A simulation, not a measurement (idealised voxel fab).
Process module under the name voxel capacitor over wiring
Xsec cut, 250 nm wide, square cell size 5 nm.
Cross-section = grid of square cells, listed top down in bands; band = one or more rows. This entry defines a band. It first specifies the height of the band's top and the height of its bottom in nm, and then specifies the band's materials from left to right, stating each material with its width in nm. The word "edge to edge" identifies a single material that fills the band from edge to edge, while the word "blank" identifies empty space. Height datum 0, below which the as-received substrate wafer is one material. Lowest band open at the bottom, running downward: "from 0 down". With a width like "30..40", each row of cells in the band differs from the next by the same amount, the top row carrying the first number and the bottom row the second. Any step labelled "changes: none" changed none of the cells in the cross-section. Closed empty spaces (no open way to the top) of 8 cells or more are what "Closed void listing" lists, each as width x height at distance from the left edge, nm for all three. It should be noted that, on the line of a given step, the content following the step's settings is a remark produced by the simulator itself with respect to that step. overlay nm: for a step with a mask, the amount by which the mask lay right of where it was planned; a negative amount means left of it.

**Intended process steps**
1 RECEIVE | material Si
2 CONFORMAL_DEP | material SiO2 | thk nm 10
3 DIRECTIONAL_DEP | material TiN | thk nm 5
4 DIRECTIONAL_DEP | material W | thk nm 15
5 DIRECTIONAL_DEP | material aC | thk nm 10
6 PATTERN | tone cover | mask id METAL_1 | material resist | width nm 25 | pitch nm 90 | thk nm 25 | overlay nm 0
7 DIRECTIONAL_ETCH | etch materials aC | depth nm 10
8 STRIP | etch materials resist
9 DIRECTIONAL_ETCH | etch materials W | depth nm 15
10 DIRECTIONAL_ETCH | etch materials TiN | depth nm 5
11 STRIP | etch materials aC
12 CONFORMAL_DEP | material SiCN | thk nm 5
13 FILL_DEP | material SiO2 | thk nm 5
14 CMP | height nm 30
15 CONFORMAL_DEP | material SiCN | thk nm 5
16 DIRECTIONAL_DEP | material SiO2 | thk nm 15
17 MASKED_ETCH | tone open | mask id PLUG_1 | width nm 15 | etch materials SiO2 | depth nm 15 | overlay nm 0
18 MASKED_ETCH | tone open | mask id PLUG_1 | width nm 15 | etch materials SiCN | depth nm 5 | overlay nm 0
19 EPI | material Ru | thk nm 10
20 EPI | material Ru | thk nm 10
21 DIRECTIONAL_DEP | material TiN | thk nm 10
22 DIRECTIONAL_DEP | material SiN | thk nm 5
23 DIRECTIONAL_DEP | material TiN | thk nm 10
24 MASKED_ETCH | tone cover | mask id UPPER_PLATE | width nm 70 | etch materials TiN | depth nm 10 | overlay nm 0
25 MASKED_ETCH | tone cover | mask id UPPER_PLATE | width nm 70 | etch materials SiN | depth nm 5 | overlay nm 0
26 PATTERN | tone cover | mask id LOWER_PLATE | material resist | width nm 80 | thk nm 20 | overlay nm 0
27 DIRECTIONAL_ETCH | etch materials TiN | depth nm 10
28 STRIP | etch materials resist
29 FILL_DEP | material SiO2 | thk nm 20
30 CMP | height nm 90
31 DIRECTIONAL_DEP | material aC | thk nm 15
32 PATTERN | tone open | mask id PLUG_2 | material resist | width nm 15 | thk nm 30 | overlay nm 0
33 DIRECTIONAL_ETCH | etch materials aC | depth nm 15
34 STRIP | etch materials resist
35 DIRECTIONAL_ETCH | etch materials SiO2 | depth nm 15
36 STRIP | etch materials aC
37 CONFORMAL_DEP | material TiN | thk nm 5
38 FILL_DEP | material Ru | thk nm 5
39 CMP | height nm 90
40 CONFORMAL_DEP | material SiCN | thk nm 5
Wafers differ in width nm at step 32; plan lists the first wafer's value; identical starting state.

**First wafer of several, as received: cross-section after step 1**
* from 0 down: Si edge to edge
* Closed void listing: none

**End of the module, past its last step, step 40: how the first of several wafers looks in cross-section**
* from 95 to 90: SiCN edge to edge
* from 90 to 80: SiO2=85, TiN=5, Ru=5, TiN=5, SiO2=150
* from 80 to 75: SiO2=85, TiN=15, SiO2=150
* from 75 to 65: SiO2=75, TiN=70, SiO2=105
* from 65 to 60: SiO2=75, SiN=70, SiO2=105
* from 60 to 50: SiO2=70, TiN=80, SiO2=100
* from 50 to 35: SiO2=75, Ru=15, SiO2=160
* from 35 to 30: SiCN=75, Ru=15, SiCN=160
* from 30 to 15: SiO2=60, SiCN=5, W=25, SiCN=5, SiO2=55, SiCN=5, W=25, SiCN=5, SiO2=65
* from 15 to 10: SiCN=65, TiN=25, SiCN=65, TiN=25, SiCN=70
* from 10 to 0: SiO2 edge to edge
* from 0 down: Si edge to edge
* Closed void listing: none

**Sectional view of the last wafer upon completion of the module**
* from 95 to 90: SiCN edge to edge
* from 90 to 80: SiO2=80, TiN=5, Ru=20, TiN=5, SiO2=140
* from 80 to 75: SiO2=80, TiN=30, SiO2=140
* from 75 to 65: SiO2=75, TiN=70, SiO2=105
* from 65 to 60: SiO2=75, SiN=70, SiO2=105
* from 60 to 50: SiO2=70, TiN=80, SiO2=100
* from 50 to 35: SiO2=75, Ru=15, SiO2=160
* from 35 to 30: SiCN=75, Ru=15, SiCN=160
* from 30 to 15: SiO2=60, SiCN=5, W=25, SiCN=5, SiO2=55, SiCN=5, W=25, SiCN=5, SiO2=65
* from 15 to 10: SiCN=65, TiN=25, SiCN=65, TiN=25, SiCN=70
* from 10 to 0: SiO2 edge to edge
* from 0 down: Si edge to edge
* Closed void listing: none

**Row per wafer, end-of-module: cell gain (+)/loss (-) by material since the wafer came in, then closed voids**
width nm 15 | +14 Ru | +149 SiCN | +14 SiN | +666 SiO2 | +77 TiN | +30 W | Closed void listing: none
width nm 20 | +16 Ru | +149 SiCN | +14 SiN | +663 SiO2 | +78 TiN | +30 W | Closed void listing: none
width nm 25 | +18 Ru | +149 SiCN | +14 SiN | +660 SiO2 | +79 TiN | +30 W | Closed void listing: none
width nm 30 | +20 Ru | +149 SiCN | +14 SiN | +657 SiO2 | +80 TiN | +30 W | Closed void listing: none
